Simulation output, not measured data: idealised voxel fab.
Process module in this document: voxel gate over fins
Cross-sectional view cut (width: 225 nm; square cell size: 5 nm).
Bands, listed from the top down, are how a cross-section gets written in this document; the cross-section itself is a grid of square cells, and a band is one or more rows of them. Quick guide to a band line: top height, bottom height (nm) up front; then every material left to right with its width in nm. Only one material and it's marked "all across"? Then it fills the band edge to edge. And "air" just means empty space. It should be noted that heights are counted from 0, beneath which the wafer as supplied is of one material throughout, and that the lowest band possesses no lower boundary but continues downward, as written in "0 nm and below". The two numbers in a width such as "30..40" mark its ends across the band: the first belongs to the top row of cells, the second to the bottom row, and from each row to the next the width moves by the same amount. Take "same as before" at face value: in the step it is given for, the cross-section changed in none of its cells. Under "Listed closed voids" you'll find the enclosed gaps, the ones with no way out to the top, that are 8 cells or bigger; each reads width x height at distance, with distance counted from the left edge, everything in nm. Formally, on a step line, whatever follows the settings is a remark that the simulator itself makes on the step. overlay nm: mask offset rightward from planned place, masked step; negative means leftward offset.
## The planned process steps are enumerated hereunder
1: RECEIVE [material Si]
2: CONFORMAL_DEP [material SiN] [thk nm 5]
3: DIRECTIONAL_DEP [material aC] [thk nm 15]
4: PATTERN [tone cover] [mask id FINS] [material resist] [width nm 15] [pitch nm 40] [thk nm 35] [overlay nm 0]
5: DIRECTIONAL_ETCH [etch materials aC] [depth nm 15]
6: STRIP [etch materials resist]
7: DIRECTIONAL_ETCH [etch materials SiN] [depth nm 5]
8: DIRECTIONAL_ETCH [etch materials Si] [depth nm 35]
9: STRIP [etch materials aC]
10: OXIDIZE [depth nm 5]
11: FILL_DEP [material SiO2] [thk nm 15]
12: CMP [height nm 5]
13: SELECTIVE_ETCH [etch materials SiO2] [depth nm 15]
14: STRIP [etch materials SiN]
15: CONFORMAL_DEP [material HfO2] [thk nm 5]
16: CONFORMAL_DEP [material TiN] [thk nm 5]
17: CONFORMAL_DEP [material TiAl] [thk nm 5]
18: CONFORMAL_DEP [material TiN] [thk nm 5]
19: FILL_DEP [material W] [thk nm 10]
20: CMP [height nm 25]
21: CONFORMAL_DEP [material SiCN] [thk nm 5]
## As-received wafer cross-section (after step 1)
    0 nm and below | Si all across
    Listed closed voids: none
## The first of two wafers, cross-sectioned at the end of the module, with the run proceeding as planned
    30 nm to 25 nm | SiCN all across
    25 nm to 20 nm | W all across
    20 nm to 15 nm | 30 W, then 165 TiN, then 30 W
    15 nm to 10 nm | 30 W, then 5 TiN, then 35 TiAl, then 5 TiN, then 35 TiAl, then 5 TiN, then 35 TiAl, then 5 TiN, then 35 TiAl, then 5 TiN, then 30 W
    10 nm to 5 nm | 35 TiN, then 5 TiAl, then 25 TiN, then 5 TiAl, then 5 TiN, then 5 TiAl, then 25 TiN, then 5 TiAl, then 5 TiN, then 5 TiAl, then 25 TiN, then 5 TiAl, then 5 TiN, then 5 TiAl, then 25 TiN, then 5 TiAl, then 35 TiN
    5 nm to 0 nm | 40 TiAl, then 5 TiN, then 15 HfO2, then 5 TiN, then 15 TiAl, then 5 TiN, then 15 HfO2, then 5 TiN, then 15 TiAl, then 5 TiN, then 15 HfO2, then 5 TiN, then 15 TiAl, then 5 TiN, then 15 HfO2, then 5 TiN, then 40 TiAl
    0 nm to -5 nm | 45 TiN, then 5 HfO2, then 5 Si, then 5 HfO2, then 25 TiN, then 5 HfO2, then 5 Si, then 5 HfO2, then 25 TiN, then 5 HfO2, then 5 Si, then 5 HfO2, then 25 TiN, then 5 HfO2, then 5 Si, then 5 HfO2, then 45 TiN
    -5 nm to -10 nm | 50 HfO2, then 5 Si, then 35 HfO2, then 5 Si, then 35 HfO2, then 5 Si, then 35 HfO2, then 5 Si, then 50 HfO2
    -10 nm to -40 nm | 50 SiO2, then 5 Si, then 35 SiO2, then 5 Si, then 35 SiO2, then 5 Si, then 35 SiO2, then 5 Si, then 50 SiO2
    -40 nm and below | Si all across
    Listed closed voids: none
## What the second wafer looks like in cross-section once the module is done. Its start and its plan matched the first wafer's exactly; what differed was one mistake in how it was run
    30 nm to 25 nm | SiCN all across
    25 nm to 20 nm | W all across
    20 nm to 15 nm | 30 W, then 165 TiN, then 30 W
    15 nm to 10 nm | 30 W, then 5 TiN, then 35 TiAl, then 5 TiN, then 35 TiAl, then 5 TiN, then 35 TiAl, then 5 TiN, then 35 TiAl, then 5 TiN, then 30 W
    10 nm to 5 nm | 35 TiN, then 5 TiAl, then 25 HfO2, then 5 TiAl, then 5 TiN, then 5 TiAl, then 25 HfO2, then 5 TiAl, then 5 TiN, then 5 TiAl, then 25 HfO2, then 5 TiAl, then 5 TiN, then 5 TiAl, then 25 HfO2, then 5 TiAl, then 35 TiN
    5 nm to 0 nm | 40 TiAl, then 25 HfO2, then 15 TiAl, then 25 HfO2, then 15 TiAl, then 25 HfO2, then 15 TiAl, then 25 HfO2, then 40 TiAl
    0 nm to -10 nm | 50 HfO2, then 5 Si, then 35 HfO2, then 5 Si, then 35 HfO2, then 5 Si, then 35 HfO2, then 5 Si, then 50 HfO2
    -10 nm to -40 nm | 50 SiO2, then 5 Si, then 35 SiO2, then 5 Si, then 35 SiO2, then 5 Si, then 35 SiO2, then 5 Si, then 50 SiO2
    -40 nm and below | Si all across
    Listed closed voids: none
Processing error: step 16 did not use the planned setting and instead ran as CONFORMAL_DEP [material HfO2] [thk nm 5]
Bottom line after processing is that, in cells, the second wafer is up or down on some materials versus the first: HfO2: 61 more | TiN: 61 fewer
